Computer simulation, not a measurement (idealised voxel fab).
process module | voxel wiring stack
cross-section cut | 240 nm wide | cells 5 nm
A cross-section is a grid of square cells, given in bands from the top down. A band is one or more rows of cells.
Each band's line starts with the height of the band's top and of its bottom, in nm. Then come its materials from left to right, each with its width in nm. One material with "throughout" fills the band from edge to edge. "air" is empty space.
Height 0 is the level under which the wafer as received is all one material. The lowest band goes on downwards, as in "0 down".
A width such as "30 to 40" changes by the same amount from each row of cells to the next, from the band's top row to its bottom row.
"no change" after a step means that no cell of the cross-section changed.
closed voids: empty space of 8 cells or more with no open way to the top, each as width x height at its distance from the left edge, in nm
after a step's settings: what the simulator itself notes on the step
overlay nm, on a step with a mask: how far to the right of its planned place the mask lay; to the left if negative
plan
1 op RECEIVE | material Si
2 op CONFORMAL_DEP | material SiO2 | thk nm 10
3 op DIRECTIONAL_DEP | material TiN | thk nm 5
4 op DIRECTIONAL_DEP | material Ru | thk nm 20
5 op MASKED_ETCH | tone cover | mask id METAL_1 | width nm 20 | pitch nm 40 | etch materials Ru | depth nm 20 | overlay nm 0
6 op MASKED_ETCH | tone cover | mask id METAL_1 | width nm 20 | pitch nm 40 | etch materials TiN | depth nm 5 | overlay nm 0
7 op FILL_DEP | material SiO2 | thk nm 5
8 op CMP | height nm 35
9 op CONFORMAL_DEP | material SiCN | thk nm 5
10 op DIRECTIONAL_DEP | material lowk | thk nm 10
11 op MASKED_ETCH | tone open | mask id PLUG_1 | width nm 15 | pitch nm 80 | etch materials lowk | depth nm 10 | overlay nm 0
12 op MASKED_ETCH | tone open | mask id PLUG_1 | width nm 15 | pitch nm 80 | etch materials SiCN | depth nm 5 | overlay nm 0
13 op CONFORMAL_DEP | material TiN | thk nm 5
14 op FILL_DEP | material Ru | thk nm 10
15 op CMP | height nm 50
16 op DIRECTIONAL_DEP | material TiN | thk nm 5
17 op DIRECTIONAL_DEP | material Ru | thk nm 20
18 op PATTERN | tone cover | mask id METAL_2 | material resist | width nm 20 | pitch nm 40 | thk nm 20 | overlay nm 0
19 op DIRECTIONAL_ETCH | etch materials Ru | depth nm 20
20 op DIRECTIONAL_ETCH | etch materials TiN | depth nm 5
21 op STRIP | etch materials resist
22 op CONFORMAL_DEP | material SiCN | thk nm 5
23 op FILL_DEP | material lowk | thk nm 5
24 op CMP | height nm 75
25 op CONFORMAL_DEP | material SiCN | thk nm 5
as received, after step 1
  0 down: Si throughout
  closed voids: none
a wafer at the end: this start, this plan, one mistake
  80 to 75: SiCN throughout
  75 to 55: lowk 65 | SiCN 5 | Ru 20 | SiCN 5 | lowk 10 | SiCN 5 | Ru 20 | SiCN 5 | lowk 10 | SiCN 5 | Ru 20 | SiCN 5 | lowk 65
  55 to 50: SiCN 70 | TiN 20 | SiCN 20 | TiN 20 | SiCN 20 | TiN 20 | SiCN 70
  50 to 45: lowk 75 | TiN 5 | Ru 5 | TiN 5 | lowk 65 | TiN 5 | Ru 5 | TiN 5 | lowk 70
  45 to 40: lowk 75 | TiN 15 | lowk 65 | TiN 15 | lowk 70
  40 to 35: SiCN 75 | TiN 10 | SiCN 70 | TiN 10 | SiCN 75
  35 to 15: SiO2 70 | Ru 20 | SiO2 20 | Ru 20 | SiO2 20 | Ru 20 | SiO2 70
  15 to 10: SiO2 70 | TiN 20 | SiO2 20 | TiN 20 | SiO2 20 | TiN 20 | SiO2 70
  10 to 0: SiO2 throughout
  0 down: Si throughout
  closed voids: none
what went wrong: step 11 ran as: op MASKED_ETCH | tone open | mask id PLUG_1 | width nm 15 | pitch nm 80 | etch materials lowk | depth nm 10 | overlay nm 5
